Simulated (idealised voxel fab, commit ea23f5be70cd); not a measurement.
The name of this process module is voxel quadruple lines.
140 nm wide, 5 nm square cells: that's cross-section cut.
Square cells in a grid make up a cross-section in this document, and the grid is given as bands, listed from the top down, each one or more rows of cells. Band entry format. Leading values: height of top, height of bottom, nm. Remainder: materials in left-to-right order, each with its width in nm. Special words: "all across" on a single material, which then fills the band edge to edge; "blank", empty space. For the purposes of this specification, 0 denotes the height below which the wafer in its as-received condition is composed wholly of one material, and the lowermost band, lacking a lower limit, extends downward without end, as expressed in "0 down". A width given as "30 to 40" starts at the first number in the band's top row and ends at the second number in its bottom row, shifting by an equal amount at every step from row to row. Where a step carries "nothing different", the cross-section came out of it unchanged, cell for cell. Basically, "Closed void catalog" tells you about the enclosed voids: empty spaces with no open way to the top, 8 cells or bigger, each written width x height at distance, where distance is from the left edge, all in nm. Step line, after settings: the simulator's comment on this step. "overlay nm" denotes, for a step that has a mask, the displacement of the mask to the right of its planned place, with negative values corresponding to the left.
[Here's what the planned process steps look like]
1) RECEIVE (material Si)
2) CONFORMAL_DEP (material SiO2; thk nm 10)
3) DIRECTIONAL_DEP (material Ru; thk nm 10)
4) DIRECTIONAL_DEP (material polySi; thk nm 20)
5) DIRECTIONAL_DEP (material aC; thk nm 20)
6) PATTERN (tone cover; mask id MANDREL; material resist; width nm 35; thk nm 25; overlay nm 0)
7) DIRECTIONAL_ETCH (etch materials aC; depth nm 20)
8) STRIP (etch materials resist)
9) CONFORMAL_DEP (material SiO2; thk nm 15)
10) DIRECTIONAL_ETCH (etch materials SiO2; depth nm 15)
11) STRIP (etch materials aC)
12) DIRECTIONAL_ETCH (etch materials polySi; depth nm 20)
13) STRIP (etch materials SiO2)
14) CONFORMAL_DEP (material SiN; thk nm 10)
15) DIRECTIONAL_ETCH (etch materials SiN; depth nm 10)
16) STRIP (etch materials polySi)
17) DIRECTIONAL_ETCH (etch materials Ru; depth nm 10)
18) STRIP (etch materials SiN)
[First of two wafers, with the run carried out as planned]
[as received, after step 1]
> 0 down = Si all across
> Closed void catalog: none
[After step 2, in cross-section]
> 10 to 0 = SiO2 all across
> All layers under 0 are left as they were.
[After step 3, in cross-section]
> 20 to 10 = Ru all across
> All layers under 10 are left as they were.
[After step 4, in cross-section]
> 40 to 20 = polySi all across
> All layers under 20 are left as they were.
[After step 5, in cross-section]
> 60 to 40 = aC all across
> All layers under 40 are left as they were.
[After step 6, in cross-section]
> 85 to 60 = 50 of blank, 35 of resist, 55 of blank
> All layers under 60 are left as they were.
[After step 7, in cross-section]
> 65 to 60 = 50 of blank, 35 of resist, 55 of blank
> 60 to 40 = 50 of blank, 35 of aC, 55 of blank
> All layers under 40 are left as they were.
[After step 8, in cross-section]
> 60 to 40 = 50 of blank, 35 of aC, 55 of blank
> All layers under 40 are left as they were.
[After step 9, in cross-section]
> 75 to 60 = 35 of blank, 65 of SiO2, 40 of blank
> 60 to 55 = 35 of blank, 15 of SiO2, 35 of aC, 15 of SiO2, 40 of blank
> 55 to 40 = 50 of SiO2, 35 of aC, 55 of SiO2
> All layers under 40 are left as they were.
[After step 10, in cross-section]
> 60 to 40 = 35 of blank, 15 of SiO2, 35 of aC, 15 of SiO2, 40 of blank
> All layers under 40 are left as they were.
[After step 11, in cross-section]
> 60 to 40 = 35 of blank, 15 of SiO2, 35 of blank, 15 of SiO2, 40 of blank
> All layers under 40 are left as they were.
[After step 12, in cross-section]
> 60 to 40 = 35 of blank, 15 of SiO2, 35 of blank, 15 of SiO2, 40 of blank
> 40 to 20 = 35 of blank, 15 of polySi, 35 of blank, 15 of polySi, 40 of blank
> All layers under 20 are left as they were.
[After step 13, in cross-section]
> 40 to 20 = 35 of blank, 15 of polySi, 35 of blank, 15 of polySi, 40 of blank
> All layers under 20 are left as they were.
[After step 14, in cross-section]
> 50 to 40 = 25 of blank, 35 of SiN, 15 of blank, 35 of SiN, 30 of blank
> 40 to 30 = 25 of blank, 10 of SiN, 15 of polySi, 10 of SiN, 15 of blank, 10 of SiN, 15 of polySi, 10 of SiN, 30 of blank
> 30 to 20 = 35 of SiN, 15 of polySi, 35 of SiN, 15 of polySi, 40 of SiN
> All layers under 20 are left as they were.
[After step 15, in cross-section]
> 40 to 20 = 25 of blank, 10 of SiN, 15 of polySi, 10 of SiN, 15 of blank, 10 of SiN, 15 of polySi, 10 of SiN, 30 of blank
> All layers under 20 are left as they were.
[After step 16, in cross-section]
> 40 to 20 = 25 of blank, 10 of SiN, 15 of blank, 10 of SiN, 15 of blank, 10 of SiN, 15 of blank, 10 of SiN, 30 of blank
> All layers under 20 are left as they were.
[After step 17, in cross-section]
> 40 to 20 = 25 of blank, 10 of SiN, 15 of blank, 10 of SiN, 15 of blank, 10 of SiN, 15 of blank, 10 of SiN, 30 of blank
> 20 to 10 = 25 of blank, 10 of Ru, 15 of blank, 10 of Ru, 15 of blank, 10 of Ru, 15 of blank, 10 of Ru, 30 of blank
> All layers under 10 are left as they were.
[After step 18, in cross-section]
> 20 to 10 = 25 of blank, 10 of Ru, 15 of blank, 10 of Ru, 15 of blank, 10 of Ru, 15 of blank, 10 of Ru, 30 of blank
> All layers under 10 are left as they were.
[Here the second wafer is described. Its start and its plan were those of the first wafer. Its run contained one mistake. Up to and including step 13, it did exactly what the first wafer did]
[Second wafer: cross-section at the scheduled end of step 14]
> 50 to 40 = 25 of blank, 35 of SiO2, 15 of blank, 35 of SiO2, 30 of blank
> 40 to 30 = 25 of blank, 10 of SiO2, 15 of polySi, 10 of SiO2, 15 of blank, 10 of SiO2, 15 of polySi, 10 of SiO2, 30 of blank
> 30 to 20 = 35 of SiO2, 15 of polySi, 35 of SiO2, 15 of polySi, 40 of SiO2
> All layers under 20 are left as they were.
Second wafer: cross-section at the scheduled end of step 15: nothing different
Second wafer: cross-section at the scheduled end of step 16: nothing different
Second wafer: cross-section at the scheduled end of step 17: nothing different
Second wafer: cross-section at the scheduled end of step 18: nothing different
It is concluded that the wafer was processed incorrectly with respect to the plan, in that for step 14, the planned setting was not used; the step was instead run as CONFORMAL_DEP (material SiO2; thk nm 10)
Looking at both finished wafers in cells, the second ends up ahead of or behind the first on some materials: +40 Ru; +88 SiO2; +24 polySi
